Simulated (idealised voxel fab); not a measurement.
Process module in this document: voxel spacer lines
245 nm wide, 5 nm square cells: that's cross-section cut.
The cross-sections in this document take the form of a grid made of square cells. They are written out as bands, in order from top to bottom. Each band consists of one or more rows of cells.
The entry gives the band's vertical extent as a top height and a bottom height in nm, then its horizontal make-up as materials from left to right, each with a width in nm. "blank" stands for empty space; a single material marked "throughout" fills the band edge to edge.
Zero point of the height axis is 0; under it, received wafer = one material. Lowest band: continues down indefinitely, "0 down".
Width: "30 to 40" (first number = top row, second number = bottom row, same change from row to row of cells).
When a step is marked "same as before", none of the cells in the cross-section changed during that step.
Closed-off voids of 8+ cells (no open route to the top) go in "Enclosed internal voids", written width x height at distance from the left edge, in nm.
On a step's line, text after the settings is the simulator commenting on that step.
overlay nm: for a step with a mask, the amount by which the mask lay right of where it was planned; a negative amount means left of it.

THESE ARE THE STEPS WE PLANNED FOR THE PROCESS
1) RECEIVE: material Si
2) CONFORMAL_DEP: material Al2O3, thk nm 10
3) DIRECTIONAL_DEP: material TiN, thk nm 10
4) DIRECTIONAL_DEP: material aC, thk nm 20
5) PATTERN: tone cover, mask id MANDREL, material resist, width nm 20, pitch nm 70, thk nm 30, overlay nm 0
6) DIRECTIONAL_ETCH: etch materials aC, depth nm 20
7) STRIP: etch materials resist
8) CONFORMAL_DEP: material SiO2, thk nm 15
9) DIRECTIONAL_ETCH: etch materials SiO2, depth nm 15
10) STRIP: etch materials aC
11) DIRECTIONAL_ETCH: etch materials TiN, depth nm 10
12) STRIP: etch materials SiO2

WAFER AS RECEIVED: CROSS-SECTION FOLLOWING STEP 1
* 0 down = Si throughout
* Enclosed internal voids: none

END-OF-MODULE CROSS-SECTION. STARTING STRUCTURE AND PROCESS PLAN AS ABOVE; ONE MISTAKE MADE IN RUNNING IT
* 55 to 40 = blank 25 nm, Al2O3 50 nm, blank 20 nm, Al2O3 50 nm, blank 20 nm, Al2O3 50 nm, blank 30 nm
* 40 to 35 = blank 25 nm, Al2O3 15 nm, aC 20 nm, Al2O3 15 nm, blank 20 nm, Al2O3 15 nm, aC 20 nm, Al2O3 15 nm, blank 20 nm, Al2O3 15 nm, aC 20 nm, Al2O3 15 nm, blank 30 nm
* 35 to 20 = Al2O3 40 nm, aC 20 nm, Al2O3 50 nm, aC 20 nm, Al2O3 50 nm, aC 20 nm, Al2O3 45 nm
* 20 to 10 = TiN throughout
* 10 to 0 = Al2O3 throughout
* 0 down = Si throughout
* Enclosed internal voids: none
Processing error: step 8, actual vs plan mismatch, actual run CONFORMAL_DEP: material Al2O3, thk nm 15
